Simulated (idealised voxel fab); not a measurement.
Proc. module: voxel fin reveal
We display cut, a cross-section 175 nm in width whose square cells are each 5 nm.
This document writes a cross-section as a grid whose cells are square, and gives it as bands, listed from the top down; one or more rows of cells form a band. Read a band's entry like this: the first values are the height of its top and the height of its bottom in nm, and what follows is the sequence of materials from left to right, each with its width in nm. Note that "blank" is empty space, and that a single material marked "full width" reaches across the band from edge to edge. For the purposes of this specification, 0 denotes the height below which the wafer in its as-received condition is composed wholly of one material, and the lowermost band, lacking a lower limit, extends downward without end, as expressed in "0 and below". The notation "30->40" denotes a width that varies across the rows of cells in the band, beginning at the first number in the top row, finishing at the second number in the bottom row, and changing by an identical amount from each row to the next. No cell of the cross-section changed in a step that is given as "nothing different". "Completely enclosed voids" contains a list of empty spaces, each no smaller than 8 cells and without an open way to the top, written in the form width x height at distance with the distance from the left edge and all three in nm. If you see something after the settings on a step's line, that's the simulator's own remark about that step. overlay nm: right-of-plan distance of the mask on a masked step; negative values mean left-of-plan.
# Planned process steps
step 1: RECEIVE, material Si
step 2: CONFORMAL_DEP, material SiN, thk nm 10
step 3: DIRECTIONAL_DEP, material aC, thk nm 10
step 4: PATTERN, tone cover, mask id FINS, material resist, width nm 15, pitch nm 45, thk nm 25, overlay nm 0
step 5: DIRECTIONAL_ETCH, etch materials aC, depth nm 10
step 6: STRIP, etch materials resist
step 7: DIRECTIONAL_ETCH, etch materials SiN, depth nm 10
step 8: DIRECTIONAL_ETCH, etch materials Si, depth nm 35
step 9: STRIP, etch materials aC
step 10: FILL_DEP, material SiO2, thk nm 15
step 11: CMP, height nm 10
step 12: SELECTIVE_ETCH, etch materials SiO2, depth nm 35
step 13: STRIP, etch materials SiN
# Cross-sectional view of the wafer in its as-received condition, corresponding to the state after step 1
	0 and below  Si full width
	Completely enclosed voids: none
# What the wafer looks like in cross-section after this module, when it starts as shown above and follows the plan above but one mistake is made in running it
	0 down to -25  blank=25 | Si=15 | blank=30 | Si=15 | blank=30 | Si=15 | blank=45
	-25 down to -35  SiO2=25 | Si=15 | SiO2=30 | Si=15 | SiO2=30 | Si=15 | SiO2=45
	-35 and below  Si full width
	Completely enclosed voids: none
Which mistake was made when the wafer was run? step 4 changed vs plan, executed as PATTERN, tone cover, mask id FINS, material resist, width nm 15, pitch nm 45, thk nm 25, overlay nm -10
